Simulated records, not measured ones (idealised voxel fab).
Process module under the name voxel local oxidation
Cross-sectional view cut (width: 190 nm; square cell size: 5 nm).
A cross-section is a grid of square cells, given in bands from the top down. A band is one or more rows of cells.
In this notation a band is specified by the heights of its top and bottom, in that order and in nm, after which its materials appear from left to right, each paired with its width in nm. The word "everywhere" attached to a single material means that material fills the band from edge to edge; the word "empty" stands for empty space.
Beneath 0, the wafer as received is one material, and that level is where height counting begins. The lowest band goes on downward without a bottom; it is written like "0 down".
Quick explanation for "30 to 40": the width changes in equal steps down the rows of cells, from the first number in the band's top row to the second number in its bottom row.
"identical to before" after a step means that no cell of the cross-section changed.
Look at "Enclosed internal cavities" for the closed voids: empty spaces with no open path to the top, sized 8 cells or up. Each is width x height at distance, distance from the left edge, all nm.
It should be noted that, on the line of a given step, the content following the step's settings is a remark produced by the simulator itself with respect to that step.
Steps that use a mask can have "overlay nm" on their line. It says how far the mask sat to the right of where it was meant to be. Negative means to the left.
Reading key. Pairs: pre-step and post-step cross-section, one process step apart; post-step view only to lowest changed band. Step between + settings: beneath pair. Runs: pairs may be from different runs of this module, same starting wafer. Continuation from pair above: only where "Before processing step" entry says.

### Before processing step
    0 down = Si everywhere
    Enclosed internal cavities: none

### Sectional Result
    5 to 0 = SiO2 everywhere
    Beneath the level 0, the cross-section is identical to its previous state.
    Enclosed internal cavities: none
Step taken after the before cross-section and before the after cross-section above: CONFORMAL_DEP,material SiO2,thk nm 5

Before processing step: see the after view in the pair directly above.

### Sectional Result
    20 to 5 = SiN everywhere
    Beneath the level 5, the cross-section is identical to its previous state.
    Enclosed internal cavities: none
Step taken after the before cross-section and before the after cross-section above: CONFORMAL_DEP,material SiN,thk nm 15

Before processing step: see the after view in the pair directly above.

### Sectional Result
    20 to 5 = empty=40 / SiN=105 / empty=45
    Beneath the level 5, the cross-section is identical to its previous state.
    Enclosed internal cavities: none
Step taken after the before cross-section and before the after cross-section above: MASKED_ETCH,tone cover,mask id ACTIVE,width nm 105,etch materials SiN,depth nm 15,overlay nm 0

Before processing step: see the after view in the pair directly above.

### Sectional Result
    20 to 5 = empty=40 / SiN=105 / empty=45
    5 to 0 = empty=45 / SiO2=95 / empty=50
    Beneath the level 0, the cross-section is identical to its previous state.
    Enclosed internal cavities: none
Step taken after the before cross-section and before the after cross-section above: SELECTIVE_ETCH,etch materials SiO2,depth nm 5

Before processing step: see the after view in the pair directly above.

### Sectional Result
    20 to 5 = empty=40 / SiN=105 / empty=45
    5 to 0 = empty=45 / SiO2=95 / empty=50
    0 to -10 = SiO2=55 / Si=75 / SiO2=60
    Beneath the level -10, the cross-section is identical to its previous state.
    Enclosed internal cavities: none
Step taken after the before cross-section and before the after cross-section above: OXIDIZE,depth nm 10

Before processing step: see the after view in the pair directly above.

### Sectional Result
    5 to 0 = empty=45 / SiO2=95 / empty=50
    Beneath the level 0, the cross-section is identical to its previous state.
    Enclosed internal cavities: none
Step taken after the before cross-section and before the after cross-section above: STRIP,etch materials SiN

### Before processing step
    20 to 5 = empty=40 / SiN=105 / empty=45
    5 to 0 = empty=45 / SiO2=95 / empty=50
    0 down = Si everywhere
    Enclosed internal cavities: none

### Sectional Result
    5 to 0 = empty=45 / SiO2=95 / empty=50
    Beneath the level 0, the cross-section is identical to its previous state.
    Enclosed internal cavities: none
Step taken after the before cross-section and before the after cross-section above: STRIP,etch materials SiN

Before processing step: see the after view in the pair directly above.

### Sectional Result
    5 to 0 = empty=45 / SiO2=95 / empty=50
    0 to -10 = SiO2=55 / Si=75 / SiO2=60
    Beneath the level -10, the cross-section is identical to its previous state.
    Enclosed internal cavities: none
Step taken after the before cross-section and before the after cross-section above: OXIDIZE,depth nm 10

### Before processing step
    0 down = Si everywhere
    Enclosed internal cavities: none

### Sectional Result
    15 to 0 = SiO2 everywhere
    Beneath the level 0, the cross-section is identical to its previous state.
    Enclosed internal cavities: none
Step taken after the before cross-section and before the after cross-section above: CONFORMAL_DEP,material SiO2,thk nm 15

Before processing step: see the after view in the pair directly above.

### Sectional Result
    30 to 15 = SiN everywhere
    Beneath the level 15, the cross-section is identical to its previous state.
    Enclosed internal cavities: none
Step taken after the before cross-section and before the after cross-section above: CONFORMAL_DEP,material SiN,thk nm 15

Before processing step: see the after view in the pair directly above.

### Sectional Result
    30 to 15 = empty=40 / SiN=105 / empty=45
    Beneath the level 15, the cross-section is identical to its previous state.
    Enclosed internal cavities: none
Step taken after the before cross-section and before the after cross-section above: MASKED_ETCH,tone cover,mask id ACTIVE,width nm 105,etch materials SiN,depth nm 15,overlay nm 0

Before processing step: see the after view in the pair directly above.

### Sectional Result
    30 to 15 = empty=40 / SiN=105 / empty=45
    15 to 10 = empty=45 / SiO2=95 / empty=50
    Beneath the level 10, the cross-section is identical to its previous state.
    Enclosed internal cavities: none
Step taken after the before cross-section and before the after cross-section above: SELECTIVE_ETCH,etch materials SiO2,depth nm 5

Before processing step: see the after view in the pair directly above.

### Sectional Result
    15 to 10 = empty=45 / SiO2=95 / empty=50
    Beneath the level 10, the cross-section is identical to its previous state.
    Enclosed internal cavities: none
Step taken after the before cross-section and before the after cross-section above: STRIP,etch materials SiN

### Before processing step
    20 to 5 = SiN everywhere
    5 to 0 = SiO2 everywhere
    0 down = Si everywhere
    Enclosed internal cavities: none

### Sectional Result
    20 to 5 = empty=35 / SiN=115 / empty=40
    Beneath the level 5, the cross-section is identical to its previous state.
    Enclosed internal cavities: none
Step taken after the before cross-section and before the after cross-section above: MASKED_ETCH,tone cover,mask id ACTIVE,width nm 115,etch materials SiN,depth nm 15,overlay nm 0

Before processing step: see the after view in the pair directly above.

### Sectional Result
    20 to 5 = empty=35 / SiN=115 / empty=40
    5 to 0 = empty=40 / SiO2=105 / empty=45
    Beneath the level 0, the cross-section is identical to its previous state.
    Enclosed internal cavities: none
Step taken after the before cross-section and before the after cross-section above: SELECTIVE_ETCH,etch materials SiO2,depth nm 5

Before processing step: see the after view in the pair directly above.

### Sectional Result
    20 to 5 = empty=35 / SiN=115 / empty=40
    5 to 0 = empty=40 / SiO2=105 / empty=45
    0 to -10 = SiO2=50 / Si=85 / SiO2=55
    Beneath the level -10, the cross-section is identical to its previous state.
    Enclosed internal cavities: none
Step taken after the before cross-section and before the after cross-section above: OXIDIZE,depth nm 10

Before processing step: see the after view in the pair directly above.

### Sectional Result
    5 to 0 = empty=40 / SiO2=105 / empty=45
    Beneath the level 0, the cross-section is identical to its previous state.
    Enclosed internal cavities: none
Step taken after the before cross-section and before the after cross-section above: STRIP,etch materials SiN

### Before processing step
    20 to 5 = SiN everywhere
    5 to 0 = SiO2 everywhere
    0 down = Si everywhere
    Enclosed internal cavities: none

### Sectional Result
    20 to 5 = empty=50 / SiN=105 / empty=35
    Beneath the level 5, the cross-section is identical to its previous state.
    Enclosed internal cavities: none
Step taken after the before cross-section and before the after cross-section above: MASKED_ETCH,tone cover,mask id ACTIVE,width nm 105,etch materials SiN,depth nm 15,overlay nm 10

Before processing step: see the after view in the pair directly above.

### Sectional Result
    20 to 5 = empty=50 / SiN=105 / empty=35
    5 to 0 = empty=55 / SiO2=95 / empty=40
    Beneath the level 0, the cross-section is identical to its previous state.
    Enclosed internal cavities: none
Step taken after the before cross-section and before the after cross-section above: SELECTIVE_ETCH,etch materials SiO2,depth nm 5

Before processing step: see the after view in the pair directly above.

### Sectional Result
    20 to 5 = empty=50 / SiN=105 / empty=35
    5 to 0 = empty=55 / SiO2=95 / empty=40
    0 to -10 = SiO2=65 / Si=75 / SiO2=50
    Beneath the level -10, the cross-section is identical to its previous state.
    Enclosed internal cavities: none
Step taken after the before cross-section and before the after cross-section above: OXIDIZE,depth nm 10

Before processing step: see the after view in the pair directly above.

### Sectional Result
    5 to 0 = empty=55 / SiO2=95 / empty=40
    Beneath the level 0, the cross-section is identical to its previous state.
    Enclosed internal cavities: none
Step taken after the before cross-section and before the after cross-section above: STRIP,etch materials SiN

### Before processing step
    5 to 0 = SiO2 everywhere
    0 down = Si everywhere
    Enclosed internal cavities: none

### Sectional Result
    20 to 0 = SiO2 everywhere
    Beneath the level 0, the cross-section is identical to its previous state.
    Enclosed internal cavities: none
Step taken after the before cross-section and before the after cross-section above: CONFORMAL_DEP,material SiO2,thk nm 15

Before processing step: see the after view in the pair directly above.

### Sectional Result
    15 to 0 = SiO2 everywhere
    Beneath the level 0, the cross-section is identical to its previous state.
    Enclosed internal cavities: none
Step taken after the before cross-section and before the after cross-section above: SELECTIVE_ETCH,etch materials SiO2,depth nm 5

### Before processing step
    20 to 5 = SiN everywhere
    5 to 0 = SiO2 everywhere
    0 down = Si everywhere
    Enclosed internal cavities: none

### Sectional Result
    20 to 5 = SiN=40 / empty=105 / SiN=45
    Beneath the level 5, the cross-section is identical to its previous state.
    Enclosed internal cavities: none
Step taken after the before cross-section and before the after cross-section above: MASKED_ETCH,tone open,mask id ACTIVE,width nm 105,etch materials SiN,depth nm 15,overlay nm 0

Before processing step: see the after view in the pair directly above.

### Sectional Result
    20 to 5 = SiN=40 / empty=105 / SiN=45
    5 to 0 = SiO2=35 / empty=115 / SiO2=40
    Beneath the level 0, the cross-section is identical to its previous state.
    Enclosed internal cavities: none
Step taken after the before cross-section and before the after cross-section above: SELECTIVE_ETCH,etch materials SiO2,depth nm 5

Before processing step: see the after view in the pair directly above.

### Sectional Result
    20 to 5 = SiN=40 / empty=105 / SiN=45
    5 to 0 = SiO2=35 / empty=115 / SiO2=40
    0 to -10 = Si=25 / SiO2=135 / Si=30
    Beneath the level -10, the cross-section is identical to its previous state.
    Enclosed internal cavities: none
Step taken after the before cross-section and before the after cross-section above: OXIDIZE,depth nm 10

Before processing step: see the after view in the pair directly above.

### Sectional Result
    5 to 0 = SiO2=35 / empty=115 / SiO2=40
    Beneath the level 0, the cross-section is identical to its previous state.
    Enclosed internal cavities: none
Step taken after the before cross-section and before the after cross-section above: STRIP,etch materials SiN
